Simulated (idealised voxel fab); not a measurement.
Proc. module: voxel wiring stack
This is section cut - it's 240 nm across, gridded in 5 nm square cells.
Cross-sections here: square-cell grids, written as top-down lists of bands, a band being one or more rows of cells.
Top height, bottom height, nm. Materials left to right, width each, nm. Single material + "throughout" = fills band edge to edge. "air" = empty.
Measure heights from 0. That's the level where, below it, the as-received wafer is all one material. The lowest band is bottomless and extends downward; write it as in "0 and below".
Note: "30->40" means the width goes from the first number (top row of the band) to the second number (bottom row) in equal steps per row of cells.
The cross-section has no changed cell in any step marked "nothing got changed".
"Enclosed void inventory": sealed empty spaces, 8 cells or more, no open way to top, listed width x height at distance, with distance from the left edge and width, height and distance in nm.
Heads up: the bit after the settings on a step's line is the simulator's remark on that step.
A step line may carry the setting "overlay nm", which, for steps involving a mask, states the distance by which the mask lay to the right of its intended position; negative values denote displacement to the left.

**Process steps - plan**
1) op RECEIVE | material Si
2) op CONFORMAL_DEP | material SiO2 | thk nm 10
3) op DIRECTIONAL_DEP | material TiN | thk nm 5
4) op DIRECTIONAL_DEP | material W | thk nm 25
5) op DIRECTIONAL_DEP | material aC | thk nm 15
6) op PATTERN | tone cover | mask id METAL_1 | material resist | width nm 25 | pitch nm 40 | thk nm 30 | overlay nm 0
7) op DIRECTIONAL_ETCH | etch materials aC | depth nm 15
8) op STRIP | etch materials resist
9) op DIRECTIONAL_ETCH | etch materials W | depth nm 25
10) op DIRECTIONAL_ETCH | etch materials TiN | depth nm 5
11) op STRIP | etch materials aC
12) op CONFORMAL_DEP | material SiCN | thk nm 5
13) op FILL_DEP | material lowk | thk nm 5
14) op CMP | height nm 40
15) op CONFORMAL_DEP | material SiCN | thk nm 5
16) op DIRECTIONAL_DEP | material SiO2 | thk nm 20
17) op MASKED_ETCH | tone open | mask id PLUG_1 | width nm 15 | pitch nm 80 | etch materials SiO2 | depth nm 20 | overlay nm 0
18) op MASKED_ETCH | tone open | mask id PLUG_1 | width nm 15 | pitch nm 80 | etch materials SiCN | depth nm 5 | overlay nm 0
19) op EPI | material Ru | thk nm 10
20) op EPI | material Ru | thk nm 10
21) op EPI | material Ru | thk nm 5
22) op CONFORMAL_DEP | material SiN | thk nm 5
23) op DIRECTIONAL_DEP | material lowk | thk nm 20
24) op DIRECTIONAL_DEP | material aC | thk nm 15
25) op PATTERN | tone open | mask id METAL_2 | material resist | width nm 25 | pitch nm 40 | thk nm 35 | overlay nm 0
26) op DIRECTIONAL_ETCH | etch materials aC | depth nm 15
27) op STRIP | etch materials resist
28) op DIRECTIONAL_ETCH | etch materials lowk | depth nm 20
29) op DIRECTIONAL_ETCH | etch materials SiN | depth nm 5
30) op STRIP | etch materials aC
31) op CONFORMAL_DEP | material TiN | thk nm 5
32) op FILL_DEP | material Cu | thk nm 10
33) op CMP | height nm 90
34) op EPI | material Ru | thk nm 5
35) op FILL_DEP | material SiCN | thk nm 5

**The first wafer of two, processed as planned**

**Cross-section of the wafer as it came to us, i.e., already through step 1**
0 and below: Si throughout
Enclosed void inventory: none

**The wafer in cross-section once step 2 is complete**
10 down to 0: SiO2 throughout
Note: structure below 0 unchanged.

**The wafer in cross-section once step 3 is complete**
15 down to 10: TiN throughout
Note: structure below 10 unchanged.

**The wafer in cross-section once step 4 is complete**
40 down to 15: W throughout
Note: structure below 15 unchanged.

**The wafer in cross-section once step 5 is complete**
55 down to 40: aC throughout
Note: structure below 40 unchanged.

**The wafer in cross-section once step 6 is complete**
85 down to 55: air 45, resist 25, air 15, resist 25, air 15, resist 25, air 15, resist 25, air 50
Note: structure below 55 unchanged.

**The wafer in cross-section once step 7 is complete**
70 down to 55: air 45, resist 25, air 15, resist 25, air 15, resist 25, air 15, resist 25, air 50
55 down to 40: air 45, aC 25, air 15, aC 25, air 15, aC 25, air 15, aC 25, air 50
Note: structure below 40 unchanged.

**The wafer in cross-section once step 8 is complete**
55 down to 40: air 45, aC 25, air 15, aC 25, air 15, aC 25, air 15, aC 25, air 50
Note: structure below 40 unchanged.

**The wafer in cross-section once step 9 is complete**
55 down to 40: air 45, aC 25, air 15, aC 25, air 15, aC 25, air 15, aC 25, air 50
40 down to 15: air 45, W 25, air 15, W 25, air 15, W 25, air 15, W 25, air 50
Note: structure below 15 unchanged.

**The wafer in cross-section once step 10 is complete**
55 down to 40: air 45, aC 25, air 15, aC 25, air 15, aC 25, air 15, aC 25, air 50
40 down to 15: air 45, W 25, air 15, W 25, air 15, W 25, air 15, W 25, air 50
15 down to 10: air 45, TiN 25, air 15, TiN 25, air 15, TiN 25, air 15, TiN 25, air 50
Note: structure below 10 unchanged.

**The wafer in cross-section once step 11 is complete**
40 down to 15: air 45, W 25, air 15, W 25, air 15, W 25, air 15, W 25, air 50
Note: structure below 15 unchanged.

**The wafer in cross-section once step 12 is complete**
45 down to 40: air 40, SiCN 35, air 5, SiCN 35, air 5, SiCN 35, air 5, SiCN 35, air 45
40 down to 15: air 40, SiCN 5, W 25, SiCN 5, air 5, SiCN 5, W 25, SiCN 5, air 5, SiCN 5, W 25, SiCN 5, air 5, SiCN 5, W 25, SiCN 5, air 45
15 down to 10: SiCN 45, TiN 25, SiCN 15, TiN 25, SiCN 15, TiN 25, SiCN 15, TiN 25, SiCN 50
Note: structure below 10 unchanged.

**The wafer in cross-section once step 13 is complete**
50 down to 45: lowk throughout
45 down to 40: lowk 40, SiCN 35, lowk 5, SiCN 35, lowk 5, SiCN 35, lowk 5, SiCN 35, lowk 45
40 down to 15: lowk 40, SiCN 5, W 25, SiCN 5, lowk 5, SiCN 5, W 25, SiCN 5, lowk 5, SiCN 5, W 25, SiCN 5, lowk 5, SiCN 5, W 25, SiCN 5, lowk 45
Note: structure below 15 unchanged.

**The wafer in cross-section once step 14 is complete**
40 down to 15: lowk 40, SiCN 5, W 25, SiCN 5, lowk 5, SiCN 5, W 25, SiCN 5, lowk 5, SiCN 5, W 25, SiCN 5, lowk 5, SiCN 5, W 25, SiCN 5, lowk 45
Note: structure below 15 unchanged.

**The wafer in cross-section once step 15 is complete**
45 down to 40: SiCN throughout
Note: structure below 40 unchanged.

**The wafer in cross-section once step 16 is complete**
65 down to 45: SiO2 throughout
Note: structure below 45 unchanged.

**The wafer in cross-section once step 17 is complete**
65 down to 45: SiO2 45, air 15, SiO2 65, air 15, SiO2 100
Note: structure below 45 unchanged.

**The wafer in cross-section once step 18 is complete**
65 down to 45: SiO2 45, air 15, SiO2 65, air 15, SiO2 100
45 down to 40: SiCN 45, air 15, SiCN 65, air 15, SiCN 100
Note: structure below 40 unchanged.

**The wafer in cross-section once step 19 is complete**
65 down to 50: SiO2 45, air 15, SiO2 65, air 15, SiO2 100
50 down to 45: SiO2 45, Ru 15, SiO2 65, Ru 15, SiO2 100
45 down to 40: SiCN 45, Ru 15, SiCN 65, Ru 15, SiCN 100
Note: structure below 40 unchanged.

**The wafer in cross-section once step 20 is complete**
65 down to 60: SiO2 45, air 15, SiO2 65, air 15, SiO2 100
60 down to 45: SiO2 45, Ru 15, SiO2 65, Ru 15, SiO2 100
Note: structure below 45 unchanged.

**The wafer in cross-section once step 21 is complete**
65 down to 45: SiO2 45, Ru 15, SiO2 65, Ru 15, SiO2 100
Note: structure below 45 unchanged.

**The wafer in cross-section once step 22 is complete**
70 down to 65: SiN throughout
Note: structure below 65 unchanged.

**The wafer in cross-section once step 23 is complete**
90 down to 70: lowk throughout
Note: structure below 70 unchanged.

**The wafer in cross-section once step 24 is complete**
105 down to 90: aC throughout
Note: structure below 90 unchanged.

**The wafer in cross-section once step 25 is complete**
140 down to 105: resist 45, air 25, resist 15, air 25, resist 15, air 25, resist 15, air 25, resist 50
Note: structure below 105 unchanged.

**The wafer in cross-section once step 26 is complete**
125 down to 105: resist 45, air 25, resist 15, air 25, resist 15, air 25, resist 15, air 25, resist 50
105 down to 90: aC 45, air 25, aC 15, air 25, aC 15, air 25, aC 15, air 25, aC 50
Note: structure below 90 unchanged.

**The wafer in cross-section once step 27 is complete**
105 down to 90: aC 45, air 25, aC 15, air 25, aC 15, air 25, aC 15, air 25, aC 50
Note: structure below 90 unchanged.

**The wafer in cross-section once step 28 is complete**
105 down to 90: aC 45, air 25, aC 15, air 25, aC 15, air 25, aC 15, air 25, aC 50
90 down to 70: lowk 45, air 25, lowk 15, air 25, lowk 15, air 25, lowk 15, air 25, lowk 50
Note: structure below 70 unchanged.

**The wafer in cross-section once step 29 is complete**
105 down to 90: aC 45, air 25, aC 15, air 25, aC 15, air 25, aC 15, air 25, aC 50
90 down to 70: lowk 45, air 25, lowk 15, air 25, lowk 15, air 25, lowk 15, air 25, lowk 50
70 down to 65: SiN 45, air 25, SiN 15, air 25, SiN 15, air 25, SiN 15, air 25, SiN 50
Note: structure below 65 unchanged.

**The wafer in cross-section once step 30 is complete**
90 down to 70: lowk 45, air 25, lowk 15, air 25, lowk 15, air 25, lowk 15, air 25, lowk 50
Note: structure below 70 unchanged.

**The wafer in cross-section once step 31 is complete**
95 down to 90: TiN 50, air 15, TiN 25, air 15, TiN 25, air 15, TiN 25, air 15, TiN 55
90 down to 70: lowk 45, TiN 5, air 15, TiN 5, lowk 15, TiN 5, air 15, TiN 5, lowk 15, TiN 5, air 15, TiN 5, lowk 15, TiN 5, air 15, TiN 5, lowk 50
70 down to 65: SiN 45, TiN 25, SiN 15, TiN 25, SiN 15, TiN 25, SiN 15, TiN 25, SiN 50
Note: structure below 65 unchanged.

**The wafer in cross-section once step 32 is complete**
105 down to 95: Cu throughout
95 down to 90: TiN 50, Cu 15, TiN 25, Cu 15, TiN 25, Cu 15, TiN 25, Cu 15, TiN 55
90 down to 70: lowk 45, TiN 5, Cu 15, TiN 5, lowk 15, TiN 5, Cu 15, TiN 5, lowk 15, TiN 5, Cu 15, TiN 5, lowk 15, TiN 5, Cu 15, TiN 5, lowk 50
Note: structure below 70 unchanged.

**The wafer in cross-section once step 33 is complete**
90 down to 70: lowk 45, TiN 5, Cu 15, TiN 5, lowk 15, TiN 5, Cu 15, TiN 5, lowk 15, TiN 5, Cu 15, TiN 5, lowk 15, TiN 5, Cu 15, TiN 5, lowk 50
Note: structure below 70 unchanged.

**The wafer in cross-section once step 34 is complete**
95 down to 90: air 40, Ru 35, air 5, Ru 35, air 5, Ru 35, air 5, Ru 35, air 45
Note: structure below 90 unchanged.

**The wafer in cross-section once step 35 is complete**
100 down to 95: SiCN throughout
95 down to 90: SiCN 40, Ru 35, SiCN 5, Ru 35, SiCN 5, Ru 35, SiCN 5, Ru 35, SiCN 45
Note: structure below 90 unchanged.

**Second of two: same start, same plan, one run error; steps up to and including 5 match the first**

**when step 6 should have ended**
85 down to 55: resist 45, air 25, resist 15, air 25, resist 15, air 25, resist 15, air 25, resist 50
Note: structure below 55 unchanged.

**when step 7 should have ended**
70 down to 55: resist 45, air 25, resist 15, air 25, resist 15, air 25, resist 15, air 25, resist 50
55 down to 40: aC 45, air 25, aC 15, air 25, aC 15, air 25, aC 15, air 25, aC 50
Note: structure below 40 unchanged.

**when step 8 should have ended**
55 down to 40: aC 45, air 25, aC 15, air 25, aC 15, air 25, aC 15, air 25, aC 50
Note: structure below 40 unchanged.

**when step 9 should have ended**
55 down to 40: aC 45, air 25, aC 15, air 25, aC 15, air 25, aC 15, air 25, aC 50
40 down to 15: W 45, air 25, W 15, air 25, W 15, air 25, W 15, air 25, W 50
Note: structure below 15 unchanged.

**when step 10 should have ended**
55 down to 40: aC 45, air 25, aC 15, air 25, aC 15, air 25, aC 15, air 25, aC 50
40 down to 15: W 45, air 25, W 15, air 25, W 15, air 25, W 15, air 25, W 50
15 down to 10: TiN 45, air 25, TiN 15, air 25, TiN 15, air 25, TiN 15, air 25, TiN 50
Note: structure below 10 unchanged.

**when step 11 should have ended**
40 down to 15: W 45, air 25, W 15, air 25, W 15, air 25, W 15, air 25, W 50
Note: structure below 15 unchanged.

**when step 12 should have ended**
45 down to 40: SiCN 50, air 15, SiCN 25, air 15, SiCN 25, air 15, SiCN 25, air 15, SiCN 55
40 down to 15: W 45, SiCN 5, air 15, SiCN 5, W 15, SiCN 5, air 15, SiCN 5, W 15, SiCN 5, air 15, SiCN 5, W 15, SiCN 5, air 15, SiCN 5, W 50
15 down to 10: TiN 45, SiCN 25, TiN 15, SiCN 25, TiN 15, SiCN 25, TiN 15, SiCN 25, TiN 50
Note: structure below 10 unchanged.

**when step 13 should have ended**
50 down to 45: lowk throughout
45 down to 40: SiCN 50, lowk 15, SiCN 25, lowk 15, SiCN 25, lowk 15, SiCN 25, lowk 15, SiCN 55
40 down to 15: W 45, SiCN 5, lowk 15, SiCN 5, W 15, SiCN 5, lowk 15, SiCN 5, W 15, SiCN 5, lowk 15, SiCN 5, W 15, SiCN 5, lowk 15, SiCN 5, W 50
Note: structure below 15 unchanged.

**when step 14 should have ended**
40 down to 15: W 45, SiCN 5, lowk 15, SiCN 5, W 15, SiCN 5, lowk 15, SiCN 5, W 15, SiCN 5, lowk 15, SiCN 5, W 15, SiCN 5, lowk 15, SiCN 5, W 50
Note: structure below 15 unchanged.

**when step 15 should have ended**
45 down to 40: SiCN throughout
Note: structure below 40 unchanged.

**when step 16 should have ended**
65 down to 45: SiO2 throughout
Note: structure below 45 unchanged.

**when step 17 should have ended**
65 down to 45: SiO2 45, air 15, SiO2 65, air 15, SiO2 100
Note: structure below 45 unchanged.

**when step 18 should have ended**
65 down to 45: SiO2 45, air 15, SiO2 65, air 15, SiO2 100
45 down to 40: SiCN 45, air 15, SiCN 65, air 15, SiCN 100
Note: structure below 40 unchanged.

when step 19 should have ended: nothing got changed

when step 20 should have ended: nothing got changed

when step 21 should have ended: nothing got changed

**when step 22 should have ended**
70 down to 65: SiN 50, air 5, SiN 75, air 5, SiN 105
65 down to 45: SiO2 45, SiN 5, air 5, SiN 5, SiO2 65, SiN 5, air 5, SiN 5, SiO2 100
45 down to 40: SiCN 45, SiN 15, SiCN 65, SiN 15, SiCN 100
Note: structure below 40 unchanged.

**when step 23 should have ended**
90 down to 70: lowk 50, air 5, lowk 75, air 5, lowk 105
70 down to 65: SiN 50, air 5, SiN 75, air 5, SiN 105
65 down to 45: SiO2 45, SiN 5, lowk 5, SiN 5, SiO2 65, SiN 5, lowk 5, SiN 5, SiO2 100
Note: structure below 45 unchanged.

**when step 24 should have ended**
105 down to 90: aC 50, air 5, aC 75, air 5, aC 105
90 down to 80: lowk 50, air 5, lowk 75, air 5, lowk 105
80 down to 70: lowk 50, aC 5, lowk 75, aC 5, lowk 105
70 down to 65: SiN 50, aC 5, SiN 75, aC 5, SiN 105
Note: structure below 65 unchanged.

**when step 25 should have ended**
140 down to 105: resist 45, air 25, resist 15, air 25, resist 15, air 25, resist 15, air 25, resist 50
Note: structure below 105 unchanged.

**when step 26 should have ended**
125 down to 105: resist 45, air 25, resist 15, air 25, resist 15, air 25, resist 15, air 25, resist 50
105 down to 90: aC 45, air 25, aC 15, air 25, aC 15, air 25, aC 15, air 25, aC 50
90 down to 70: lowk 50, air 5, lowk 75, air 5, lowk 105
70 down to 65: SiN 50, air 5, SiN 75, air 5, SiN 105
Note: structure below 65 unchanged.

**when step 27 should have ended**
105 down to 90: aC 45, air 25, aC 15, air 25, aC 15, air 25, aC 15, air 25, aC 50
Note: structure below 90 unchanged.

**when step 28 should have ended**
105 down to 90: aC 45, air 25, aC 15, air 25, aC 15, air 25, aC 15, air 25, aC 50
90 down to 70: lowk 45, air 25, lowk 15, air 25, lowk 15, air 25, lowk 15, air 25, lowk 50
70 down to 65: SiN 50, air 5, SiN 75, air 5, SiN 105
65 down to 45: SiO2 45, SiN 5, air 5, SiN 5, SiO2 65, SiN 5, air 5, SiN 5, SiO2 100
Note: structure below 45 unchanged.

**when step 29 should have ended**
105 down to 90: aC 45, air 25, aC 15, air 25, aC 15, air 25, aC 15, air 25, aC 50
90 down to 70: lowk 45, air 25, lowk 15, air 25, lowk 15, air 25, lowk 15, air 25, lowk 50
70 down to 65: SiN 45, air 25, SiN 15, air 25, SiN 15, air 25, SiN 15, air 25, SiN 50
65 down to 45: SiO2 45, SiN 5, air 5, SiN 5, SiO2 65, SiN 5, air 5, SiN 5, SiO2 100
45 down to 40: SiCN 45, SiN 5, air 5, SiN 5, SiCN 65, SiN 5, air 5, SiN 5, SiCN 100
Note: structure below 40 unchanged.

**when step 30 should have ended**
90 down to 70: lowk 45, air 25, lowk 15, air 25, lowk 15, air 25, lowk 15, air 25, lowk 50
Note: structure below 70 unchanged.

**when step 31 should have ended**
95 down to 90: TiN 50, air 15, TiN 25, air 15, TiN 25, air 15, TiN 25, air 15, TiN 55
90 down to 70: lowk 45, TiN 5, air 15, TiN 5, lowk 15, TiN 5, air 15, TiN 5, lowk 15, TiN 5, air 15, TiN 5, lowk 15, TiN 5, air 15, TiN 5, lowk 50
70 down to 65: SiN 45, TiN 25, SiN 15, TiN 25, SiN 15, TiN 25, SiN 15, TiN 25, SiN 50
65 down to 45: SiO2 45, SiN 5, TiN 5, SiN 5, SiO2 65, SiN 5, TiN 5, SiN 5, SiO2 100
45 down to 40: SiCN 45, SiN 5, TiN 5, SiN 5, SiCN 65, SiN 5, TiN 5, SiN 5, SiCN 100
Note: structure below 40 unchanged.

**when step 32 should have ended**
105 down to 95: Cu throughout
95 down to 90: TiN 50, Cu 15, TiN 25, Cu 15, TiN 25, Cu 15, TiN 25, Cu 15, TiN 55
90 down to 70: lowk 45, TiN 5, Cu 15, TiN 5, lowk 15, TiN 5, Cu 15, TiN 5, lowk 15, TiN 5, Cu 15, TiN 5, lowk 15, TiN 5, Cu 15, TiN 5, lowk 50
Note: structure below 70 unchanged.

**when step 33 should have ended**
90 down to 70: lowk 45, TiN 5, Cu 15, TiN 5, lowk 15, TiN 5, Cu 15, TiN 5, lowk 15, TiN 5, Cu 15, TiN 5, lowk 15, TiN 5, Cu 15, TiN 5, lowk 50
Note: structure below 70 unchanged.

**when step 34 should have ended**
95 down to 90: air 40, Ru 35, air 5, Ru 35, air 5, Ru 35, air 5, Ru 35, air 45
Note: structure below 90 unchanged.

**when step 35 should have ended**
100 down to 95: SiCN throughout
95 down to 90: SiCN 40, Ru 35, SiCN 5, Ru 35, SiCN 5, Ru 35, SiCN 5, Ru 35, SiCN 45
Note: structure below 90 unchanged.
Short version of what went wrong: heads up, step 6 didn't go per plan, it actually ran as op PATTERN | tone open | mask id METAL_1 | material resist | width nm 25 | pitch nm 40 | thk nm 30 | overlay nm 0
At the finish, the second wafer shows more or fewer cells for some materials than the first does: 30 fewer of Ru; 8 fewer of SiCN; 20 more of SiN; 18 more of TiN; 40 more of W; 40 fewer of lowk
